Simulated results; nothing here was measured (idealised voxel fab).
process module | voxel wiring stack
Cross-section cut: width 260 nm, square cells of 5 nm.
When this document writes out a cross-section, it uses a grid of square cells and lists it as bands, beginning at the top and moving down, with a band standing for one or more rows of cells. A band entry consists of two parts. The first gives the height of the band's top and the height of its bottom, in nm. The rest lists the band's materials from left to right, each with its width in nm. A single material labelled with the word "throughout" fills the band from edge to edge, and the word "empty" marks empty space. A quick word on heights: they are counted from 0, and under that level the wafer as it came to us is one material throughout. The lowest band is different from the rest in having no bottom; it simply continues downward, written as in "0 down". The notation "30 to 40" denotes a width that varies across the rows of cells in the band, beginning at the first number in the top row, finishing at the second number in the bottom row, and changing by an identical amount from each row to the next. For the purposes of this document, the phrase "remains unaltered" attached to a step denotes that no cell within the cross-section was modified by that step. Closed empty spaces (no open way to the top) of 8 cells or more are what "Enclosed void inventory" lists, each as width x height at distance from the left edge, nm for all three. Where a step's line continues beyond its settings, the continuation is a remark by the simulator itself on that step. overlay nm: mask right of planned place by this much (step with mask). Neg. = left.

-- Steps planned for the process
1. RECEIVE, material Si
2. CONFORMAL_DEP, material SiO2, thk nm 15
3. DIRECTIONAL_DEP, material TiN, thk nm 5
4. DIRECTIONAL_DEP, material Ru, thk nm 25
5. PATTERN, tone cover, mask id METAL_1, material resist, width nm 30, pitch nm 45, thk nm 15, overlay nm 0
6. DIRECTIONAL_ETCH, etch materials Ru, depth nm 25
7. DIRECTIONAL_ETCH, etch materials TiN, depth nm 5
8. STRIP, etch materials resist
9. CONFORMAL_DEP, material SiCN, thk nm 5
10. FILL_DEP, material SiO2, thk nm 5
11. CMP, height nm 45
12. CONFORMAL_DEP, material SiCN, thk nm 5
13. DIRECTIONAL_DEP, material lowk, thk nm 20
14. MASKED_ETCH, tone open, mask id PLUG_1, width nm 15, pitch nm 90, etch materials lowk, depth nm 20, overlay nm 0
15. MASKED_ETCH, tone open, mask id PLUG_1, width nm 15, pitch nm 90, etch materials SiCN, depth nm 5, overlay nm 0
16. EPI, material Ru, thk nm 10
17. EPI, material Ru, thk nm 10
18. EPI, material Ru, thk nm 5
19. CONFORMAL_DEP, material SiN, thk nm 5
20. DIRECTIONAL_DEP, material SiO2, thk nm 25
21. DIRECTIONAL_DEP, material aC, thk nm 15
22. PATTERN, tone open, mask id METAL_2, material resist, width nm 30, pitch nm 45, thk nm 35, overlay nm 0
23. DIRECTIONAL_ETCH, etch materials aC, depth nm 15
24. STRIP, etch materials resist
25. DIRECTIONAL_ETCH, etch materials SiO2, depth nm 25
26. DIRECTIONAL_ETCH, etch materials SiN, depth nm 5
27. STRIP, etch materials aC
28. CONFORMAL_DEP, material TiN, thk nm 5
29. FILL_DEP, material Ru, thk nm 10
30. CMP, height nm 100
31. EPI, material Ru, thk nm 5
32. FILL_DEP, material SiCN, thk nm 5
33. DIRECTIONAL_DEP, material lowk, thk nm 25
34. PATTERN, tone open, mask id METAL_3, material resist, width nm 30, pitch nm 45, thk nm 20, overlay nm 0
35. DIRECTIONAL_ETCH, etch materials lowk, depth nm 15
36. STRIP, etch materials resist
37. DIRECTIONAL_DEP, material aC, thk nm 15
38. PATTERN, tone open, mask id METAL_3_HOLES, material resist, width nm 15, pitch nm 45, thk nm 30, overlay nm 0
39. DIRECTIONAL_ETCH, etch materials aC, depth nm 15
40. STRIP, etch materials resist
41. DIRECTIONAL_ETCH, etch materials lowk, depth nm 10
42. DIRECTIONAL_ETCH, etch materials SiCN, depth nm 5
43. STRIP, etch materials aC
44. CONFORMAL_DEP, material TiN, thk nm 5
45. FILL_DEP, material Cu, thk nm 5
46. CMP, height nm 135
47. CONFORMAL_DEP, material SiN, thk nm 5

-- As received (post step 1): cross-section
    0 down: Si throughout
    Enclosed void inventory: none

-- Cross-sectional view of the first of the two wafers upon completion of the module, processed in accordance with the plan
    140 to 135: SiN throughout
    135 to 125: lowk 70, then TiN 5, then Cu 20, then TiN 5, then lowk 15, then TiN 5, then Cu 20, then TiN 5, then lowk 15, then TiN 5, then Cu 20, then TiN 5, then lowk 70
    125 to 120: lowk 70, then TiN 5, then Cu 5, then TiN 20, then lowk 15, then TiN 5, then Cu 5, then TiN 20, then lowk 15, then TiN 5, then Cu 5, then TiN 20, then lowk 70
    120 to 110: lowk 70, then TiN 5, then Cu 5, then TiN 5, then lowk 30, then TiN 5, then Cu 5, then TiN 5, then lowk 30, then TiN 5, then Cu 5, then TiN 5, then lowk 85
    110 to 105: SiCN 70, then TiN 15, then SiCN 30, then TiN 15, then SiCN 30, then TiN 15, then SiCN 85
    105 to 100: SiCN 65, then Ru 40, then SiCN 5, then Ru 40, then SiCN 5, then Ru 40, then SiCN 65
    100 to 75: SiO2 70, then TiN 5, then Ru 20, then TiN 5, then SiO2 15, then TiN 5, then Ru 20, then TiN 5, then SiO2 15, then TiN 5, then Ru 20, then TiN 5, then SiO2 70
    75 to 70: SiN 70, then TiN 30, then SiN 15, then TiN 30, then SiN 15, then TiN 30, then SiN 70
    70 to 50: lowk 70, then Ru 15, then lowk 75, then Ru 15, then lowk 85
    50 to 45: SiCN 70, then Ru 15, then SiCN 75, then Ru 15, then SiCN 85
    45 to 20: SiO2 65, then SiCN 5, then Ru 30, then SiCN 5, then SiO2 5, then SiCN 5, then Ru 30, then SiCN 5, then SiO2 5, then SiCN 5, then Ru 30, then SiCN 5, then SiO2 65
    20 to 15: SiCN 70, then TiN 30, then SiCN 15, then TiN 30, then SiCN 15, then TiN 30, then SiCN 70
    15 to 0: SiO2 throughout
    0 down: Si throughout
    Enclosed void inventory: none

-- second wafer at the end: like start, like plan, one mistake
    140 to 135: SiN throughout
    135 to 125: lowk 70, then TiN 5, then Cu 20, then TiN 5, then lowk 15, then TiN 5, then Cu 20, then TiN 5, then lowk 15, then TiN 5, then Cu 20, then TiN 5, then lowk 70
    125 to 120: lowk 70, then TiN 5, then Cu 5, then TiN 20, then lowk 15, then TiN 5, then Cu 5, then TiN 20, then lowk 15, then TiN 5, then Cu 5, then TiN 20, then lowk 70
    120 to 110: lowk 70, then TiN 5, then Cu 5, then TiN 5, then lowk 30, then TiN 5, then Cu 5, then TiN 5, then lowk 30, then TiN 5, then Cu 5, then TiN 5, then lowk 85
    110 to 105: SiCN 70, then TiN 15, then SiCN 30, then TiN 15, then SiCN 30, then TiN 15, then SiCN 85
    105 to 100: SiCN 65, then Ru 40, then SiCN 5, then Ru 40, then SiCN 5, then Ru 40, then SiCN 65
    100 to 75: SiO2 70, then TiN 5, then Ru 20, then TiN 5, then SiO2 15, then TiN 5, then Ru 20, then TiN 5, then SiO2 15, then TiN 5, then Ru 20, then TiN 5, then SiO2 70
    75 to 70: SiN 70, then TiN 30, then SiN 15, then TiN 30, then SiN 15, then TiN 30, then SiN 70
    70 to 50: lowk 70, then Ru 15, then lowk 75, then Ru 15, then lowk 85
    50 to 45: SiCN 70, then Ru 15, then SiCN 75, then Ru 15, then SiCN 85
    45 to 20: SiO2 70, then SiCN 5, then Ru 25, then SiCN 5, then SiO2 10, then SiCN 5, then Ru 25, then SiCN 5, then SiO2 10, then SiCN 5, then Ru 25, then SiCN 5, then SiO2 65
    20 to 15: SiCN 75, then TiN 25, then SiCN 20, then TiN 25, then SiCN 20, then TiN 25, then SiCN 70
    15 to 0: SiO2 throughout
    0 down: Si throughout
    Enclosed void inventory: none
The mistake made against the process plan was this: rather than as planned, step 5 actually ran as PATTERN, tone cover, mask id METAL_1, material resist, width nm 25, pitch nm 45, thk nm 15, overlay nm 0
Looking at both finished wafers in cells, the second ends up ahead of or behind the first on some materials: Ru -15, SiCN +3, SiO2 +15, TiN -3
